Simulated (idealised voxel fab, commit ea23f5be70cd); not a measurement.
Documented hereafter: the process module known as voxel capacitor over wiring.
In the cross-section labelled cut, the width is 270 nm and each square cell is 5 nm.
Cross-section, as written here: a square-cell grid given band by band from the top down, where a band holds one or more rows of cells.
Band: top and bottom heights (nm) first, top before bottom; then materials from left to right, widths in nm. "throughout" marks a sole material filling the band edge to edge. "blank" denotes empty space.
Heights are measured from 0, the level below which the as-received wafer is all one material; the lowest band has no bottom and continues downward, written as in "top 0, no bottom".
Read "30 to 40" as a graded width: first number on top, second number at the bottom, same change between each pair of neighbouring rows.
When a step is marked "changes: none", none of the cells in the cross-section changed during that step.
Basically, "Closed cavities" tells you about the enclosed voids: empty spaces with no open way to the top, 8 cells or bigger, each written width x height at distance, where distance is from the left edge, all in nm.
Past the settings on a step's line: simulator remark, on that step.
overlay nm: for a step with a mask, the amount by which the mask lay right of where it was planned; a negative amount means left of it.

List of planned process steps:
1,RECEIVE with material Si
2,CONFORMAL_DEP with material SiO2, thk nm 15
3,CONFORMAL_DEP with material SiN, thk nm 5
4,DIRECTIONAL_DEP with material lowk, thk nm 15
5,PATTERN with tone open, mask id METAL_1, material resist, width nm 25, pitch nm 85, thk nm 15, overlay nm 0
6,DIRECTIONAL_ETCH with etch materials lowk, depth nm 15
7,DIRECTIONAL_ETCH with etch materials SiN, depth nm 5
8,STRIP with etch materials resist
9,CONFORMAL_DEP with material TiN, thk nm 5
10,FILL_DEP with material Cu, thk nm 10
11,CMP with height nm 35
12,CONFORMAL_DEP with material SiCN, thk nm 5
13,DIRECTIONAL_DEP with material lowk, thk nm 20
14,PATTERN with tone open, mask id PLUG_1, material resist, width nm 15, thk nm 15, overlay nm 0
15,DIRECTIONAL_ETCH with etch materials lowk, depth nm 20
16,DIRECTIONAL_ETCH with etch materials SiCN, depth nm 5
17,STRIP with etch materials resist
18,EPI with material Ru, thk nm 10
19,EPI with material Ru, thk nm 10
20,EPI with material Ru, thk nm 5
21,DIRECTIONAL_DEP with material TiN, thk nm 5
22,DIRECTIONAL_DEP with material HfO2, thk nm 5
23,DIRECTIONAL_DEP with material TiN, thk nm 10
24,DIRECTIONAL_DEP with material aC, thk nm 10
25,PATTERN with tone cover, mask id UPPER_PLATE, material resist, width nm 65, thk nm 30, overlay nm 0
26,DIRECTIONAL_ETCH with etch materials aC, depth nm 10
27,STRIP with etch materials resist
28,DIRECTIONAL_ETCH with etch materials TiN, depth nm 10
29,DIRECTIONAL_ETCH with etch materials HfO2, depth nm 5
30,STRIP with etch materials aC
31,DIRECTIONAL_DEP with material aC, thk nm 15
32,PATTERN with tone cover, mask id LOWER_PLATE, material resist, width nm 75, thk nm 35, overlay nm 0
33,DIRECTIONAL_ETCH with etch materials aC, depth nm 15
34,STRIP with etch materials resist
35,DIRECTIONAL_ETCH with etch materials TiN, depth nm 5
36,STRIP with etch materials aC
37,FILL_DEP with material SiO2, thk nm 20
38,CMP with height nm 95
39,DIRECTIONAL_DEP with material aC, thk nm 10
40,PATTERN with tone open, mask id PLUG_2, material resist, width nm 15, thk nm 25, overlay nm -15
41,DIRECTIONAL_ETCH with etch materials aC, depth nm 10
42,STRIP with etch materials resist
43,DIRECTIONAL_ETCH with etch materials SiO2, depth nm 15
44,STRIP with etch materials aC
45,CONFORMAL_DEP with material TiN, thk nm 5
46,FILL_DEP with material Cu, thk nm 5
47,CMP with height nm 95
48,CONFORMAL_DEP with material SiCN, thk nm 5
Across this set of wafers, the varied parameter is the overlay nm of step 40. Starting conditions are identical for every wafer, and the plan reports the value assigned to the first wafer.

This is how the first of several wafers looked in cross-section when it arrived, which is after step 1:
- top 0, no bottom | Si throughout
- Closed cavities: none

At the end of the module, after its last step, step 48, the first of several wafers appears in cross-section as follows:
- top 100, bottom 95 | SiCN throughout
- top 95, bottom 85 | SiO2 (85), then TiN (5), then Cu (5), then TiN (5), then SiO2 (170)
- top 85, bottom 80 | SiO2 (85), then TiN (15), then SiO2 (170)
- top 80, bottom 70 | SiO2 (90), then TiN (65), then SiO2 (115)
- top 70, bottom 65 | SiO2 (90), then HfO2 (65), then SiO2 (115)
- top 65, bottom 60 | SiO2 (85), then TiN (75), then SiO2 (110)
- top 60, bottom 40 | lowk (90), then Ru (15), then lowk (165)
- top 40, bottom 35 | SiCN (90), then Ru (15), then SiCN (165)
- top 35, bottom 20 | lowk (80), then TiN (5), then Cu (15), then TiN (5), then lowk (60), then TiN (5), then Cu (15), then TiN (5), then lowk (80)
- top 20, bottom 15 | SiN (80), then TiN (25), then SiN (60), then TiN (25), then SiN (80)
- top 15, bottom 0 | SiO2 throughout
- top 0, no bottom | Si throughout
- Closed cavities: none

End of module, last wafer sectioned:
- top 100, bottom 95 | SiCN throughout
- top 95, bottom 85 | SiO2 (115), then TiN (5), then Cu (5), then TiN (5), then SiO2 (140)
- top 85, bottom 80 | SiO2 (115), then TiN (15), then SiO2 (140)
- top 80, bottom 70 | SiO2 (90), then TiN (65), then SiO2 (115)
- top 70, bottom 65 | SiO2 (90), then HfO2 (65), then SiO2 (115)
- top 65, bottom 60 | SiO2 (85), then TiN (75), then SiO2 (110)
- top 60, bottom 40 | lowk (90), then Ru (15), then lowk (165)
- top 40, bottom 35 | SiCN (90), then Ru (15), then SiCN (165)
- top 35, bottom 20 | lowk (80), then TiN (5), then Cu (15), then TiN (5), then lowk (60), then TiN (5), then Cu (15), then TiN (5), then lowk (80)
- top 20, bottom 15 | SiN (80), then TiN (25), then SiN (60), then TiN (25), then SiN (80)
- top 15, bottom 0 | SiO2 throughout
- top 0, no bottom | Si throughout
- Closed cavities: none

Below: a row per wafer. Contents at end of module: for every material, cells gained since receipt (+) or lost since receipt (-); then closed voids:
overlay nm -15, +20 Cu, +13 HfO2, +15 Ru, +105 SiCN, +44 SiN, +477 SiO2, +70 TiN, +336 lowk, Closed cavities: none
overlay nm -10, +20 Cu, +13 HfO2, +15 Ru, +105 SiCN, +44 SiN, +477 SiO2, +70 TiN, +336 lowk, Closed cavities: none
overlay nm -5, +20 Cu, +13 HfO2, +15 Ru, +105 SiCN, +44 SiN, +477 SiO2, +70 TiN, +336 lowk, Closed cavities: none
overlay nm 0, +20 Cu, +13 HfO2, +15 Ru, +105 SiCN, +44 SiN, +477 SiO2, +70 TiN, +336 lowk, Closed cavities: none
overlay nm 5, +20 Cu, +13 HfO2, +15 Ru, +105 SiCN, +44 SiN, +477 SiO2, +70 TiN, +336 lowk, Closed cavities: none
overlay nm 10, +20 Cu, +13 HfO2, +15 Ru, +105 SiCN, +44 SiN, +477 SiO2, +70 TiN, +336 lowk, Closed cavities: none
overlay nm 15, +20 Cu, +13 HfO2, +15 Ru, +105 SiCN, +44 SiN, +477 SiO2, +70 TiN, +336 lowk, Closed cavities: none
